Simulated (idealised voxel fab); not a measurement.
process module | voxel double patterning
cross-section cut | 175 nm wide | cells 5 nm
A cross-section is a grid of square cells, given in bands from the top down. A band is one or more rows of cells.
Each band's line starts with the height of the band's top and of its bottom, in nm. Then come its materials from left to right, each with its width in nm. One material with "throughout" fills the band from edge to edge. "air" is empty space.
Height 0 is the level under which the wafer as received is all one material. The lowest band goes on downwards, as in "0 down".
A width such as "30 to 40" changes by the same amount from each row of cells to the next, from the band's top row to its bottom row.
"no change" after a step means that no cell of the cross-section changed.
closed voids: empty space of 8 cells or more with no open way to the top, each as width x height at its distance from the left edge, in nm
after a step's settings: what the simulator itself notes on the step
overlay nm, on a step with a mask: how far to the right of its planned place the mask lay; to the left if negative
plan
1 op RECEIVE | material Si
2 op CONFORMAL_DEP | material SiN | thk nm 10
3 op DIRECTIONAL_DEP | material SiO2 | thk nm 15
4 op DIRECTIONAL_DEP | material SiCN | thk nm 10
5 op DIRECTIONAL_DEP | material aC | thk nm 10
6 op PATTERN | tone open | mask id FIRST | material resist | width nm 15 | pitch nm 50 | thk nm 30 | overlay nm 0
7 op DIRECTIONAL_ETCH | etch materials aC | depth nm 10
8 op STRIP | etch materials resist
9 op DIRECTIONAL_ETCH | etch materials SiCN | depth nm 10
10 op STRIP | etch materials aC
11 op MASKED_ETCH | tone open | mask id SECOND | width nm 15 | pitch nm 50 | etch materials SiCN | depth nm 10 | overlay nm 0
12 op DIRECTIONAL_ETCH | etch materials SiO2 | depth nm 15
13 op STRIP | etch materials SiCN
first wafer, as planned
as received, after step 1
  0 down: Si throughout
  closed voids: none
after step 2
  10 to 0: SiN throughout
  below 0: unchanged
after step 3
  25 to 10: SiO2 throughout
  below 10: unchanged
after step 4
  35 to 25: SiCN throughout
  below 25: unchanged
after step 5
  45 to 35: aC throughout
  below 35: unchanged
after step 6
  75 to 45: resist 30 | air 15 | resist 35 | air 15 | resist 35 | air 15 | resist 30
  below 45: unchanged
after step 7
  65 to 45: resist 30 | air 15 | resist 35 | air 15 | resist 35 | air 15 | resist 30
  45 to 35: aC 30 | air 15 | aC 35 | air 15 | aC 35 | air 15 | aC 30
  below 35: unchanged
after step 8
  45 to 35: aC 30 | air 15 | aC 35 | air 15 | aC 35 | air 15 | aC 30
  below 35: unchanged
after step 9
  45 to 35: aC 30 | air 15 | aC 35 | air 15 | aC 35 | air 15 | aC 30
  35 to 25: SiCN 30 | air 15 | SiCN 35 | air 15 | SiCN 35 | air 15 | SiCN 30
  below 25: unchanged
after step 10
  35 to 25: SiCN 30 | air 15 | SiCN 35 | air 15 | SiCN 35 | air 15 | SiCN 30
  below 25: unchanged
after step 11
  35 to 25: SiCN 30 | air 15 | SiCN 10 | air 15 | SiCN 10 | air 15 | SiCN 10 | air 15 | SiCN 10 | air 15 | SiCN 30
  below 25: unchanged
after step 12
  35 to 25: SiCN 30 | air 15 | SiCN 10 | air 15 | SiCN 10 | air 15 | SiCN 10 | air 15 | SiCN 10 | air 15 | SiCN 30
  25 to 10: SiO2 30 | air 15 | SiO2 10 | air 15 | SiO2 10 | air 15 | SiO2 10 | air 15 | SiO2 10 | air 15 | SiO2 30
  below 10: unchanged
after step 13
  25 to 10: SiO2 30 | air 15 | SiO2 10 | air 15 | SiO2 10 | air 15 | SiO2 10 | air 15 | SiO2 10 | air 15 | SiO2 30
  below 10: unchanged
second wafer: like start, like plan, one mistake. Through step 5 it matches the first wafer
when step 6 should have ended
  75 to 45: air 30 | resist 15 | air 35 | resist 15 | air 35 | resist 15 | air 30
  below 45: unchanged
when step 7 should have ended
  65 to 45: air 30 | resist 15 | air 35 | resist 15 | air 35 | resist 15 | air 30
  45 to 35: air 30 | aC 15 | air 35 | aC 15 | air 35 | aC 15 | air 30
  below 35: unchanged
when step 8 should have ended
  45 to 35: air 30 | aC 15 | air 35 | aC 15 | air 35 | aC 15 | air 30
  below 35: unchanged
when step 9 should have ended
  45 to 35: air 30 | aC 15 | air 35 | aC 15 | air 35 | aC 15 | air 30
  35 to 25: air 30 | SiCN 15 | air 35 | SiCN 15 | air 35 | SiCN 15 | air 30
  below 25: unchanged
when step 10 should have ended
  35 to 25: air 30 | SiCN 15 | air 35 | SiCN 15 | air 35 | SiCN 15 | air 30
  below 25: unchanged
when step 11 should have ended: no change
when step 12 should have ended
  35 to 25: air 30 | SiCN 15 | air 35 | SiCN 15 | air 35 | SiCN 15 | air 30
  25 to 10: air 30 | SiO2 15 | air 35 | SiO2 15 | air 35 | SiO2 15 | air 30
  below 10: unchanged
when step 13 should have ended
  25 to 10: air 30 | SiO2 15 | air 35 | SiO2 15 | air 35 | SiO2 15 | air 30
  below 10: unchanged
what went wrong: step 6 ran as: op PATTERN | tone cover | mask id FIRST | material resist | width nm 15 | pitch nm 50 | thk nm 30 | overlay nm 0
at the end the second wafer has, in cells: 33 fewer of SiO2
